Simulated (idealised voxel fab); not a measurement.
Herein follows the process module entitled voxel quadruple lines.
Xsec cut, 205 nm wide, square cell size 5 nm.
Bands, listed from the top down, are how a cross-section gets written in this document; the cross-section itself is a grid of square cells, and a band is one or more rows of them.
The entry gives the band's vertical extent as a top height and a bottom height in nm, then its horizontal make-up as materials from left to right, each with a width in nm. "blank" stands for empty space; a single material marked "edge to edge" fills the band edge to edge.
Convention: height 0 is the level below which the wafer, as received, is all one material. The lowest band does not terminate at the bottom but continues downward, represented as "0 down".
Width spec "30 to 40" -> top row of cells at first value, bottom row at second value, equal per-row change in between.
Step marked "nothing altered"? Then no cell in the cross-section changed in it.
The list in "Unvented cavities" covers empty spaces of 8 cells or more that cannot reach the top through any open way, and it gives each as width x height at distance; the distance is from the left edge, and width, height and distance are in nm.
What comes after the settings on a step's line is commentary from the simulator itself on that step.
"overlay nm" denotes, for a step that has a mask, the displacement of the mask to the right of its planned place, with negative values corresponding to the left.

-- Steps in the process plan
1: RECEIVE | material Si
2: CONFORMAL_DEP | material SiO2 | thk nm 5
3: DIRECTIONAL_DEP | material Ru | thk nm 15
4: DIRECTIONAL_DEP | material polySi | thk nm 15
5: DIRECTIONAL_DEP | material aC | thk nm 20
6: PATTERN | tone cover | mask id MANDREL | material resist | width nm 20 | pitch nm 60 | thk nm 25 | overlay nm 0
7: DIRECTIONAL_ETCH | etch materials aC | depth nm 20
8: STRIP | etch materials resist
9: CONFORMAL_DEP | material SiO2 | thk nm 10
10: DIRECTIONAL_ETCH | etch materials SiO2 | depth nm 10
11: STRIP | etch materials aC
12: DIRECTIONAL_ETCH | etch materials polySi | depth nm 15
13: STRIP | etch materials SiO2
14: CONFORMAL_DEP | material SiN | thk nm 5
15: DIRECTIONAL_ETCH | etch materials SiN | depth nm 5
16: STRIP | etch materials polySi
17: DIRECTIONAL_ETCH | etch materials Ru | depth nm 15
18: STRIP | etch materials SiN

-- As-received state of the wafer in cross-section, equivalent to post-step 1
0 down | Si edge to edge
Unvented cavities: none

-- Module complete - cross-section of the first of two wafers, run according to plan
20 to 5 | blank: 45 / Ru: 5 / blank: 10 / Ru: 5 / blank: 10 / Ru: 5 / blank: 10 / Ru: 5 / blank: 10 / Ru: 5 / blank: 10 / Ru: 5 / blank: 10 / Ru: 5 / blank: 10 / Ru: 5 / blank: 50
5 to 0 | SiO2 edge to edge
0 down | Si edge to edge
Unvented cavities: none

-- Presented here is a cross-section of the second of the two wafers as it stood at the end of the module. It was started in the same manner and assigned the same plan as the first wafer; however, one mistake was made in its execution
20 to 5 | blank: 55 / Ru: 5 / blank: 10 / Ru: 5 / blank: 10 / Ru: 5 / blank: 10 / Ru: 5 / blank: 10 / Ru: 5 / blank: 10 / Ru: 5 / blank: 10 / Ru: 5 / blank: 10 / Ru: 5 / blank: 40
5 to 0 | SiO2 edge to edge
0 down | Si edge to edge
Unvented cavities: none
Plan not followed: heads up, step 6 didn't go per plan, it actually ran as PATTERN | tone cover | mask id MANDREL | material resist | width nm 20 | pitch nm 60 | thk nm 25 | overlay nm 10
When the process is done, the second wafer contains the same cell count of every material as the first wafer, but distributed over other locations.
